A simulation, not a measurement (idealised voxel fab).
process module | voxel wiring stack
cross-section cut | 140 nm wide | cells 5 nm
A cross-section is a grid of square cells, given in bands from the top down. A band is one or more rows of cells.
Each band's line starts with the height of the band's top and of its bottom, in nm. Then come its materials from left to right, each with its width in nm. One material with "throughout" fills the band from edge to edge. "air" is empty space.
Height 0 is the level under which the wafer as received is all one material. The lowest band goes on downwards, as in "0 down".
A width such as "30 to 40" changes by the same amount from each row of cells to the next, from the band's top row to its bottom row.
"no change" after a step means that no cell of the cross-section changed.
closed voids: empty space of 8 cells or more with no open way to the top, each as width x height at its distance from the left edge, in nm
after a step's settings: what the simulator itself notes on the step
overlay nm, on a step with a mask: how far to the right of its planned place the mask lay; to the left if negative
plan
1 op RECEIVE | material Si
2 op CONFORMAL_DEP | material SiO2 | thk nm 10
3 op CONFORMAL_DEP | material SiN | thk nm 5
4 op DIRECTIONAL_DEP | material lowk | thk nm 15
5 op PATTERN | tone open | mask id METAL_1 | material resist | width nm 30 | pitch nm 50 | thk nm 20 | overlay nm 0
6 op DIRECTIONAL_ETCH | etch materials lowk | depth nm 5
7 op DIRECTIONAL_ETCH | etch materials SiN | depth nm 5
8 op STRIP | etch materials resist
9 op CONFORMAL_DEP | material TiN | thk nm 5
10 op FILL_DEP | material Cu | thk nm 5
11 op CMP | height nm 30
12 op CONFORMAL_DEP | material SiCN | thk nm 5
13 op DIRECTIONAL_DEP | material SiO2 | thk nm 30
14 op MASKED_ETCH | tone open | mask id METAL_2_HOLES | width nm 15 | pitch nm 50 | etch materials SiO2 | depth nm 30 | overlay nm 0
15 op DIRECTIONAL_DEP | material aC | thk nm 15
16 op PATTERN | tone open | mask id METAL_2 | material resist | width nm 30 | pitch nm 50 | thk nm 30 | overlay nm 0
17 op DIRECTIONAL_ETCH | etch materials aC | depth nm 15
18 op STRIP | etch materials resist
19 op DIRECTIONAL_ETCH | etch materials SiO2 | depth nm 15
20 op DIRECTIONAL_ETCH | etch materials SiCN | depth nm 5
21 op STRIP | etch materials aC
22 op CONFORMAL_DEP | material TiN | thk nm 5
23 op FILL_DEP | material Cu | thk nm 5
24 op CMP | height nm 65
25 op CONFORMAL_DEP | material SiCN | thk nm 5
26 op DIRECTIONAL_DEP | material lowk | thk nm 10
27 op PATTERN | tone open | mask id PLUG_2 | material resist | width nm 15 | pitch nm 50 | thk nm 15 | overlay nm 0
28 op DIRECTIONAL_ETCH | etch materials lowk | depth nm 10
29 op DIRECTIONAL_ETCH | etch materials SiCN | depth nm 5
30 op STRIP | etch materials resist
31 op EPI | material Ru | thk nm 10
32 op EPI | material Ru | thk nm 5
33 op CONFORMAL_DEP | material SiCN | thk nm 5
34 op DIRECTIONAL_DEP | material lowk | thk nm 15
35 op PATTERN | tone open | mask id METAL_3 | material resist | width nm 30 | pitch nm 50 | thk nm 20 | overlay nm 0
36 op DIRECTIONAL_ETCH | etch materials lowk | depth nm 15
37 op DIRECTIONAL_ETCH | etch materials SiCN | depth nm 5
38 op STRIP | etch materials resist
39 op CONFORMAL_DEP | material TiN | thk nm 5
40 op FILL_DEP | material Ru | thk nm 5
41 op CMP | height nm 100
42 op EPI | material Ru | thk nm 5
43 op FILL_DEP | material SiCN | thk nm 5
44 op DIRECTIONAL_DEP | material lowk | thk nm 30
45 op PATTERN | tone open | mask id METAL_4_HOLES | material resist | width nm 15 | thk nm 20 | overlay nm 0
46 op DIRECTIONAL_ETCH | etch materials lowk | depth nm 30
47 op STRIP | etch materials resist
48 op PATTERN | tone open | mask id METAL_4 | material resist | width nm 30 | pitch nm 50 | thk nm 15 | overlay nm 0
49 op DIRECTIONAL_ETCH | etch materials lowk | depth nm 15
50 op DIRECTIONAL_ETCH | etch materials SiCN | depth nm 5
51 op STRIP | etch materials resist
52 op CONFORMAL_DEP | material TiN | thk nm 5
53 op FILL_DEP | material Cu | thk nm 10
54 op CMP | height nm 140
55 op CONFORMAL_DEP | material SiN | thk nm 5
varied across the wafers: depth nm of step 6. The plan shows the first wafer's value. All wafers start alike
first wafer as received, after step 1
  0 down: Si throughout
  closed voids: none
first wafer at the end, after step 55
  145 to 140: SiN throughout
  140 to 130: lowk 30 | TiN 5 | Cu 20 | TiN 5 | lowk 20 | TiN 5 | Cu 20 | TiN 5 | lowk 30
  130 to 125: lowk 30 | TiN 5 | Cu 5 | TiN 20 | lowk 20 | TiN 30 | lowk 30
  125 to 110: lowk 30 | TiN 5 | Cu 5 | TiN 5 | lowk 95
  110 to 105: SiCN 30 | TiN 15 | SiCN 95
  105 to 100: SiCN 25 | Ru 40 | SiCN 10 | Ru 40 | SiCN 25
  100 to 85: lowk 30 | TiN 5 | Ru 20 | TiN 5 | lowk 20 | TiN 5 | Ru 20 | TiN 5 | lowk 30
  85 to 80: SiCN 30 | TiN 30 | SiCN 20 | TiN 30 | SiCN 30
  80 to 70: lowk 30 | Ru 15 | lowk 35 | Ru 15 | lowk 45
  70 to 65: SiCN 30 | Ru 15 | SiCN 35 | Ru 15 | SiCN 45
  65 to 55: SiO2 30 | TiN 5 | Cu 20 | TiN 5 | SiO2 20 | TiN 5 | Cu 20 | TiN 5 | SiO2 30
  55 to 50: SiO2 30 | TiN 5 | Cu 5 | TiN 20 | SiO2 20 | TiN 5 | Cu 5 | TiN 20 | SiO2 30
  50 to 35: SiO2 30 | TiN 5 | Cu 5 | TiN 5 | SiO2 35 | TiN 5 | Cu 5 | TiN 5 | SiO2 45
  35 to 30: SiCN 30 | TiN 15 | SiCN 35 | TiN 15 | SiCN 45
  30 to 25: lowk 30 | TiN 30 | lowk 20 | TiN 30 | lowk 30
  25 to 15: lowk throughout
  15 to 10: SiN throughout
  10 to 0: SiO2 throughout
  0 down: Si throughout
  closed voids: none
last wafer at the end
  145 to 140: SiN throughout
  140 to 130: lowk 30 | TiN 5 | Cu 20 | TiN 5 | lowk 20 | TiN 5 | Cu 20 | TiN 5 | lowk 30
  130 to 125: lowk 30 | TiN 5 | Cu 5 | TiN 20 | lowk 20 | TiN 30 | lowk 30
  125 to 110: lowk 30 | TiN 5 | Cu 5 | TiN 5 | lowk 95
  110 to 105: SiCN 30 | TiN 15 | SiCN 95
  105 to 100: SiCN 25 | Ru 40 | SiCN 10 | Ru 40 | SiCN 25
  100 to 85: lowk 30 | TiN 5 | Ru 20 | TiN 5 | lowk 20 | TiN 5 | Ru 20 | TiN 5 | lowk 30
  85 to 80: SiCN 30 | TiN 30 | SiCN 20 | TiN 30 | SiCN 30
  80 to 70: lowk 30 | Ru 15 | lowk 35 | Ru 15 | lowk 45
  70 to 65: SiCN 30 | Ru 15 | SiCN 35 | Ru 15 | SiCN 45
  65 to 55: SiO2 30 | TiN 5 | Cu 20 | TiN 5 | SiO2 20 | TiN 5 | Cu 20 | TiN 5 | SiO2 30
  55 to 50: SiO2 30 | TiN 5 | Cu 5 | TiN 20 | SiO2 20 | TiN 5 | Cu 5 | TiN 20 | SiO2 30
  50 to 35: SiO2 30 | TiN 5 | Cu 5 | TiN 5 | SiO2 35 | TiN 5 | Cu 5 | TiN 5 | SiO2 45
  35 to 30: SiCN 30 | TiN 15 | SiCN 35 | TiN 15 | SiCN 45
  30 to 15: lowk 30 | TiN 5 | Cu 20 | TiN 5 | lowk 20 | TiN 5 | Cu 20 | TiN 5 | lowk 30
  15 to 10: SiN 30 | TiN 30 | SiN 20 | TiN 30 | SiN 30
  10 to 0: SiO2 throughout
  0 down: Si throughout
  closed voids: none
each wafer at the end: cells of each material gained (+) or lost (-) since it was received, then its closed voids
depth nm 5 | +44 Cu | +58 Ru | +97 SiCN | +56 SiN | +170 SiO2 | +100 TiN | +287 lowk | closed voids: none
depth nm 10 | +52 Cu | +58 Ru | +97 SiCN | +56 SiN | +170 SiO2 | +104 TiN | +275 lowk | closed voids: none
depth nm 15 | +68 Cu | +58 Ru | +97 SiCN | +44 SiN | +170 SiO2 | +112 TiN | +263 lowk | closed voids: none
depth nm 20 | +68 Cu | +58 Ru | +97 SiCN | +44 SiN | +170 SiO2 | +112 TiN | +263 lowk | closed voids: none
depth nm 25 | +68 Cu | +58 Ru | +97 SiCN | +44 SiN | +170 SiO2 | +112 TiN | +263 lowk | closed voids: none
depth nm 30 | +68 Cu | +58 Ru | +97 SiCN | +44 SiN | +170 SiO2 | +112 TiN | +263 lowk | closed voids: none
